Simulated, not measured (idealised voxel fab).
The process module that follows is named voxel capacitor over wiring.
For reference, the cross-section in this document is cut, with width 240 nm and square cells of 5 nm.
Square cells in a grid make up a cross-section in this document, and the grid is given as bands, listed from the top down, each one or more rows of cells. Top height, bottom height, nm. Materials left to right, width each, nm. Single material + "throughout" = fills band edge to edge. "empty" = empty. Below 0: as-received wafer, all one material; heights counted from there. Lowest band: no bottom, goes on down, written "top 0, no bottom". Quick explanation for "30 to 40": the width changes in equal steps down the rows of cells, from the first number in the band's top row to the second number in its bottom row. "no alteration" means the step left every cell of the cross-section as it was. For the entry "Sealed void listing", the listed items are empty spaces with no open way to the top whose size is 8 cells or more; each item follows the pattern width x height at distance, where distance is from the left edge and all three are in nm. Read whatever lies past the settings on a step's line as the simulator's own remark about the step. The "overlay nm" setting may appear on a step's line; for a step that uses a mask, it gives how far to the right of its planned position the mask lay, and a negative value indicates the left.

[Process steps (planned)]
1. RECEIVE [material Si]
2. CONFORMAL_DEP [material SiO2] [thk nm 15]
3. DIRECTIONAL_DEP [material TiN] [thk nm 5]
4. DIRECTIONAL_DEP [material Ru] [thk nm 25]
5. DIRECTIONAL_DEP [material aC] [thk nm 15]
6. PATTERN [tone cover] [mask id METAL_1] [material resist] [width nm 20] [pitch nm 75] [thk nm 35] [overlay nm 0]
7. DIRECTIONAL_ETCH [etch materials aC] [depth nm 15]
8. STRIP [etch materials resist]
9. DIRECTIONAL_ETCH [etch materials Ru] [depth nm 25]
10. DIRECTIONAL_ETCH [etch materials TiN] [depth nm 5]
11. STRIP [etch materials aC]
12. CONFORMAL_DEP [material SiCN] [thk nm 5]
13. FILL_DEP [material lowk] [thk nm 5]
14. CMP [height nm 45]
15. CONFORMAL_DEP [material SiCN] [thk nm 5]
16. DIRECTIONAL_DEP [material SiO2] [thk nm 15]
17. PATTERN [tone open] [mask id PLUG_1] [material resist] [width nm 15] [thk nm 20] [overlay nm 0]
18. DIRECTIONAL_ETCH [etch materials SiO2] [depth nm 15]
19. DIRECTIONAL_ETCH [etch materials SiCN] [depth nm 5]
20. STRIP [etch materials resist]
21. CONFORMAL_DEP [material TiN] [thk nm 5]
22. FILL_DEP [material Ru] [thk nm 5]
23. CMP [height nm 65]
24. DIRECTIONAL_DEP [material TiN] [thk nm 10]
25. DIRECTIONAL_DEP [material HfO2] [thk nm 5]
26. DIRECTIONAL_DEP [material TiN] [thk nm 5]
27. MASKED_ETCH [tone cover] [mask id UPPER_PLATE] [width nm 60] [etch materials TiN] [depth nm 5] [overlay nm 0]
28. MASKED_ETCH [tone cover] [mask id UPPER_PLATE] [width nm 60] [etch materials HfO2] [depth nm 5] [overlay nm 0]
29. PATTERN [tone cover] [mask id LOWER_PLATE] [material resist] [width nm 70] [thk nm 15] [overlay nm 0]
30. DIRECTIONAL_ETCH [etch materials TiN] [depth nm 10]
31. STRIP [etch materials resist]
32. FILL_DEP [material SiO2] [thk nm 20]
33. CMP [height nm 100]
34. DIRECTIONAL_DEP [material aC] [thk nm 10]
35. PATTERN [tone open] [mask id PLUG_2] [material resist] [width nm 15] [thk nm 30] [overlay nm 0]
36. DIRECTIONAL_ETCH [etch materials aC] [depth nm 10]
37. STRIP [etch materials resist]
38. DIRECTIONAL_ETCH [etch materials SiO2] [depth nm 15]
39. STRIP [etch materials aC]
40. CONFORMAL_DEP [material TiN] [thk nm 5]
41. FILL_DEP [material W] [thk nm 5]
42. CMP [height nm 100]
43. CONFORMAL_DEP [material SiCN] [thk nm 5]

[The cross-section here shows the wafer as received, i.e. in its state after step 1]
- top 0, no bottom = Si throughout
- Sealed void listing: none

[The cross-section shown corresponds to the wafer at the conclusion of the module. The initial structure and the process plan are those presented above; however, one mistake occurred in executing the plan]
- top 105, bottom 100 = SiCN throughout
- top 100, bottom 90 = SiO2 (85 to 75), then TiN (15 to 60), then SiO2 (140 to 105)
- top 90, bottom 80 = SiO2 (70), then TiN (70), then SiO2 (100)
- top 80, bottom 75 = HfO2 throughout
- top 75, bottom 65 = TiN throughout
- top 65, bottom 50 = SiO2 (75), then TiN (5), then Ru (5), then TiN (5), then SiO2 (150)
- top 50, bottom 45 = SiCN (75), then TiN (15), then SiCN (150)
- top 45, bottom 20 = lowk (65), then SiCN (5), then Ru (20), then SiCN (5), then lowk (45), then SiCN (5), then Ru (20), then SiCN (5), then lowk (70)
- top 20, bottom 15 = SiCN (70), then TiN (20), then SiCN (55), then TiN (20), then SiCN (75)
- top 15, bottom 0 = SiO2 throughout
- top 0, no bottom = Si throughout
- Sealed void listing: none
Heads up, the wafer didn't run the way we planned it: planned and actual differ for step 26; actual: DIRECTIONAL_DEP [material TiN] [thk nm 15]
